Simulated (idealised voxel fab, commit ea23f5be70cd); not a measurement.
Name of the process module below: voxel ribs on slabs
For reference, the cross-section in this document is cut, with width 280 nm and square cells of 5 nm.
In what follows, cross-sections appear as grids of square cells, described through bands that run from the top down, where every band is one or more rows of cells. Each band's line starts with the height of the band's top and of its bottom, in nm. Then come its materials from left to right, each with its width in nm. One material with "edge to edge" fills the band from edge to edge. "air" is empty space. Height datum 0, below which the as-received substrate wafer is one material. Lowest band open at the bottom, running downward: "0 and below". Note: "30 to 40" means the width goes from the first number (top row of the band) to the second number (bottom row) in equal steps per row of cells. When a step is marked "nothing was modified", none of the cells in the cross-section changed during that step. "Closed internal voids" lists enclosed empty spaces (at least 8 cells, no open path upward to the top), each as width x height at distance from the left edge, in nm. Text after the settings on a step's line: the simulator's own remark on that step. overlay nm: mask offset rightward from planned place, masked step; negative means leftward offset.
So here's the lineup of process steps we planned
1: RECEIVE (material Si)
2: DIRECTIONAL_DEP (material SiO2; thk nm 30)
3: DIRECTIONAL_DEP (material polySi; thk nm 20)
4: DIRECTIONAL_DEP (material aC; thk nm 15)
5: PATTERN (tone cover; mask id RIB; material resist; width nm 30; thk nm 30; overlay nm 0)
6: DIRECTIONAL_ETCH (etch materials aC; depth nm 15)
7: STRIP (etch materials resist)
8: DIRECTIONAL_ETCH (etch materials polySi; depth nm 15)
9: STRIP (etch materials aC)
10: DIRECTIONAL_DEP (material aC; thk nm 15)
11: PATTERN (tone cover; mask id SLAB; material resist; width nm 70; thk nm 30; overlay nm 0)
12: DIRECTIONAL_ETCH (etch materials aC; depth nm 15)
13: STRIP (etch materials resist)
14: DIRECTIONAL_ETCH (etch materials polySi; depth nm 5)
15: STRIP (etch materials aC)
16: FILL_DEP (material SiO2; thk nm 30)
17: CMP (height nm 70)
18: DIRECTIONAL_DEP (material TiN; thk nm 10)
19: DIRECTIONAL_DEP (material aC; thk nm 15)
20: PATTERN (tone cover; mask id HEATER; material resist; width nm 40; thk nm 35; overlay nm 0)
21: DIRECTIONAL_ETCH (etch materials aC; depth nm 15)
22: STRIP (etch materials resist)
23: DIRECTIONAL_ETCH (etch materials TiN; depth nm 10)
24: STRIP (etch materials aC)
25: CONFORMAL_DEP (material SiO2; thk nm 5)
First out of two wafers; run went to plan
Incoming wafer, cross-sectional view, post step 1
  0 and below | Si edge to edge
  Closed internal voids: none
Step 2 done - wafer cross-section
  30 down to 0 | SiO2 edge to edge
  At heights below 0, the structure remains unaltered.
Step 3 done - wafer cross-section
  50 down to 30 | polySi edge to edge
  At heights below 30, the structure remains unaltered.
Step 4 done - wafer cross-section
  65 down to 50 | aC edge to edge
  At heights below 50, the structure remains unaltered.
Step 5 done - wafer cross-section
  95 down to 65 | 125 air, 30 resist, 125 air
  At heights below 65, the structure remains unaltered.
Step 6 done - wafer cross-section
  80 down to 65 | 125 air, 30 resist, 125 air
  65 down to 50 | 125 air, 30 aC, 125 air
  At heights below 50, the structure remains unaltered.
Step 7 done - wafer cross-section
  65 down to 50 | 125 air, 30 aC, 125 air
  At heights below 50, the structure remains unaltered.
Step 8 done - wafer cross-section
  65 down to 50 | 125 air, 30 aC, 125 air
  50 down to 35 | 125 air, 30 polySi, 125 air
  At heights below 35, the structure remains unaltered.
Step 9 done - wafer cross-section
  50 down to 35 | 125 air, 30 polySi, 125 air
  At heights below 35, the structure remains unaltered.
Step 10 done - wafer cross-section
  65 down to 50 | 125 air, 30 aC, 125 air
  50 down to 35 | 125 aC, 30 polySi, 125 aC
  At heights below 35, the structure remains unaltered.
Step 11 done - wafer cross-section
  95 down to 65 | 105 air, 70 resist, 105 air
  65 down to 50 | 105 air, 20 resist, 30 aC, 20 resist, 105 air
  At heights below 50, the structure remains unaltered.
Step 12 done - wafer cross-section
  80 down to 65 | 105 air, 70 resist, 105 air
  65 down to 50 | 105 air, 20 resist, 30 aC, 20 resist, 105 air
  50 down to 35 | 105 air, 20 aC, 30 polySi, 20 aC, 105 air
  At heights below 35, the structure remains unaltered.
Step 13 done - wafer cross-section
  65 down to 50 | 125 air, 30 aC, 125 air
  At heights below 50, the structure remains unaltered.
Step 14 done - wafer cross-section
  65 down to 50 | 125 air, 30 aC, 125 air
  50 down to 35 | 105 air, 20 aC, 30 polySi, 20 aC, 105 air
  35 down to 30 | 105 air, 70 polySi, 105 air
  At heights below 30, the structure remains unaltered.
Step 15 done - wafer cross-section
  50 down to 35 | 125 air, 30 polySi, 125 air
  At heights below 35, the structure remains unaltered.
Step 16 done - wafer cross-section
  80 down to 50 | SiO2 edge to edge
  50 down to 35 | 125 SiO2, 30 polySi, 125 SiO2
  35 down to 30 | 105 SiO2, 70 polySi, 105 SiO2
  At heights below 30, the structure remains unaltered.
Step 17 done - wafer cross-section
  70 down to 50 | SiO2 edge to edge
  At heights below 50, the structure remains unaltered.
Step 18 done - wafer cross-section
  80 down to 70 | TiN edge to edge
  At heights below 70, the structure remains unaltered.
Step 19 done - wafer cross-section
  95 down to 80 | aC edge to edge
  At heights below 80, the structure remains unaltered.
Step 20 done - wafer cross-section
  130 down to 95 | 120 air, 40 resist, 120 air
  At heights below 95, the structure remains unaltered.
Step 21 done - wafer cross-section
  115 down to 95 | 120 air, 40 resist, 120 air
  95 down to 80 | 120 air, 40 aC, 120 air
  At heights below 80, the structure remains unaltered.
Step 22 done - wafer cross-section
  95 down to 80 | 120 air, 40 aC, 120 air
  At heights below 80, the structure remains unaltered.
Step 23 done - wafer cross-section
  95 down to 80 | 120 air, 40 aC, 120 air
  80 down to 70 | 120 air, 40 TiN, 120 air
  At heights below 70, the structure remains unaltered.
Step 24 done - wafer cross-section
  80 down to 70 | 120 air, 40 TiN, 120 air
  At heights below 70, the structure remains unaltered.
Step 25 done - wafer cross-section
  85 down to 80 | 115 air, 50 SiO2, 115 air
  80 down to 75 | 115 air, 5 SiO2, 40 TiN, 5 SiO2, 115 air
  75 down to 70 | 120 SiO2, 40 TiN, 120 SiO2
  At heights below 70, the structure remains unaltered.
Here the second wafer is described. Its start and its plan were those of the first wafer. Its run contained one mistake. Up to and including step 2, it did exactly what the first wafer did
Cross-section of the second wafer at the time by which step 3 should have been completed according to the plan
  40 down to 30 | polySi edge to edge
  At heights below 30, the structure remains unaltered.
Cross-section of the second wafer at the time by which step 4 should have been completed according to the plan
  55 down to 40 | aC edge to edge
  At heights below 40, the structure remains unaltered.
Cross-section of the second wafer at the time by which step 5 should have been completed according to the plan
  85 down to 55 | 125 air, 30 resist, 125 air
  At heights below 55, the structure remains unaltered.
Cross-section of the second wafer at the time by which step 6 should have been completed according to the plan
  70 down to 55 | 125 air, 30 resist, 125 air
  55 down to 40 | 125 air, 30 aC, 125 air
  At heights below 40, the structure remains unaltered.
Cross-section of the second wafer at the time by which step 7 should have been completed according to the plan
  55 down to 40 | 125 air, 30 aC, 125 air
  At heights below 40, the structure remains unaltered.
Cross-section of the second wafer at the time by which step 8 should have been completed according to the plan
  55 down to 40 | 125 air, 30 aC, 125 air
  40 down to 30 | 125 air, 30 polySi, 125 air
  At heights below 30, the structure remains unaltered.
Cross-section of the second wafer at the time by which step 9 should have been completed according to the plan
  40 down to 30 | 125 air, 30 polySi, 125 air
  At heights below 30, the structure remains unaltered.
Cross-section of the second wafer at the time by which step 10 should have been completed according to the plan
  55 down to 45 | 125 air, 30 aC, 125 air
  45 down to 40 | aC edge to edge
  40 down to 30 | 125 aC, 30 polySi, 125 aC
  At heights below 30, the structure remains unaltered.
Cross-section of the second wafer at the time by which step 11 should have been completed according to the plan
  85 down to 55 | 105 air, 70 resist, 105 air
  55 down to 45 | 105 air, 20 resist, 30 aC, 20 resist, 105 air
  At heights below 45, the structure remains unaltered.
Cross-section of the second wafer at the time by which step 12 should have been completed according to the plan
  70 down to 55 | 105 air, 70 resist, 105 air
  55 down to 45 | 105 air, 20 resist, 30 aC, 20 resist, 105 air
  45 down to 40 | 105 air, 70 aC, 105 air
  40 down to 30 | 105 air, 20 aC, 30 polySi, 20 aC, 105 air
  At heights below 30, the structure remains unaltered.
Cross-section of the second wafer at the time by which step 13 should have been completed according to the plan
  55 down to 45 | 125 air, 30 aC, 125 air
  At heights below 45, the structure remains unaltered.
Cross-section of the second wafer at the time by which step 14 should have been completed according to the plan: nothing was modified
Cross-section of the second wafer at the time by which step 15 should have been completed according to the plan
  40 down to 30 | 125 air, 30 polySi, 125 air
  At heights below 30, the structure remains unaltered.
Cross-section of the second wafer at the time by which step 16 should have been completed according to the plan
  70 down to 40 | SiO2 edge to edge
  40 down to 30 | 125 SiO2, 30 polySi, 125 SiO2
  At heights below 30, the structure remains unaltered.
Cross-section of the second wafer at the time by which step 17 should have been completed according to the plan: nothing was modified
Cross-section of the second wafer at the time by which step 18 should have been completed according to the plan
  80 down to 70 | TiN edge to edge
  At heights below 70, the structure remains unaltered.
Cross-section of the second wafer at the time by which step 19 should have been completed according to the plan
  95 down to 80 | aC edge to edge
  At heights below 80, the structure remains unaltered.
Cross-section of the second wafer at the time by which step 20 should have been completed according to the plan
  130 down to 95 | 120 air, 40 resist, 120 air
  At heights below 95, the structure remains unaltered.
Cross-section of the second wafer at the time by which step 21 should have been completed according to the plan
  115 down to 95 | 120 air, 40 resist, 120 air
  95 down to 80 | 120 air, 40 aC, 120 air
  At heights below 80, the structure remains unaltered.
Cross-section of the second wafer at the time by which step 22 should have been completed according to the plan
  95 down to 80 | 120 air, 40 aC, 120 air
  At heights below 80, the structure remains unaltered.
Cross-section of the second wafer at the time by which step 23 should have been completed according to the plan
  95 down to 80 | 120 air, 40 aC, 120 air
  80 down to 70 | 120 air, 40 TiN, 120 air
  At heights below 70, the structure remains unaltered.
Cross-section of the second wafer at the time by which step 24 should have been completed according to the plan
  80 down to 70 | 120 air, 40 TiN, 120 air
  At heights below 70, the structure remains unaltered.
Cross-section of the second wafer at the time by which step 25 should have been completed according to the plan
  85 down to 80 | 115 air, 50 SiO2, 115 air
  80 down to 75 | 115 air, 5 SiO2, 40 TiN, 5 SiO2, 115 air
  75 down to 70 | 120 SiO2, 40 TiN, 120 SiO2
  At heights below 70, the structure remains unaltered.
The plan and the run diverged here: step 3, actual vs plan mismatch, actual run DIRECTIONAL_DEP (material polySi; thk nm 10)
The final cell counts differ between the wafers, with the second having more or fewer of some materials than the first: +20 SiO2, -20 polySi
